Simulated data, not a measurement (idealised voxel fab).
process module | voxel local oxidation
cross-section cut | 220 nm wide | cells 5 nm
A cross-section is a grid of square cells, given in bands from the top down. A band is one or more rows of cells.
Each band's line starts with the height of the band's top and of its bottom, in nm. Then come its materials from left to right, each with its width in nm. One material with "throughout" fills the band from edge to edge. "air" is empty space.
Height 0 is the level under which the wafer as received is all one material. The lowest band goes on downwards, as in "0 down".
A width such as "30 to 40" changes by the same amount from each row of cells to the next, from the band's top row to its bottom row.
"no change" after a step means that no cell of the cross-section changed.
closed voids: empty space of 8 cells or more with no open way to the top, each as width x height at its distance from the left edge, in nm
after a step's settings: what the simulator itself notes on the step
overlay nm, on a step with a mask: how far to the right of its planned place the mask lay; to the left if negative
plan
1 op RECEIVE | material Si
2 op OXIDIZE | depth nm 5
3 op CONFORMAL_DEP | material SiN | thk nm 10
4 op DIRECTIONAL_DEP | material aC | thk nm 10
5 op PATTERN | tone cover | mask id ACTIVE | material resist | width nm 115 | thk nm 25 | overlay nm 0
6 op DIRECTIONAL_ETCH | etch materials aC | depth nm 10
7 op STRIP | etch materials resist
8 op DIRECTIONAL_ETCH | etch materials SiN | depth nm 10
9 op STRIP | etch materials aC
10 op SELECTIVE_ETCH | etch materials SiO2 | depth nm 5
11 op OXIDIZE | depth nm 15
12 op STRIP | etch materials SiN
first wafer, as planned
as received, after step 1
  0 down: Si throughout
  closed voids: none
after step 2
  0 to -5: SiO2 throughout
  below -5: unchanged
after step 3
  10 to 0: SiN throughout
  below 0: unchanged
after step 4
  20 to 10: aC throughout
  below 10: unchanged
after step 5
  45 to 20: air 50 | resist 115 | air 55
  below 20: unchanged
after step 6
  35 to 20: air 50 | resist 115 | air 55
  20 to 10: air 50 | aC 115 | air 55
  below 10: unchanged
after step 7
  20 to 10: air 50 | aC 115 | air 55
  below 10: unchanged
after step 8
  20 to 10: air 50 | aC 115 | air 55
  10 to 0: air 50 | SiN 115 | air 55
  below 0: unchanged
after step 9
  10 to 0: air 50 | SiN 115 | air 55
  below 0: unchanged
after step 10
  10 to 0: air 50 | SiN 115 | air 55
  0 to -5: air 55 | SiO2 105 | air 60
  below -5: unchanged
after step 11
  10 to 0: air 50 | SiN 115 | air 55
  0 to -5: air 55 | SiO2 105 | air 60
  -5 to -20: SiO2 70 | Si 75 | SiO2 75
  below -20: unchanged
after step 12
  0 to -5: air 55 | SiO2 105 | air 60
  below -5: unchanged
second wafer: like start, like plan, one mistake. Through step 11 it matches the first wafer
when step 12 should have ended
  -5 to -20: air 70 | Si 75 | air 75
  below -20: unchanged
what went wrong: step 12 ran as: op STRIP | etch materials SiO2
at the end the second wafer has, in cells: 108 fewer of SiO2
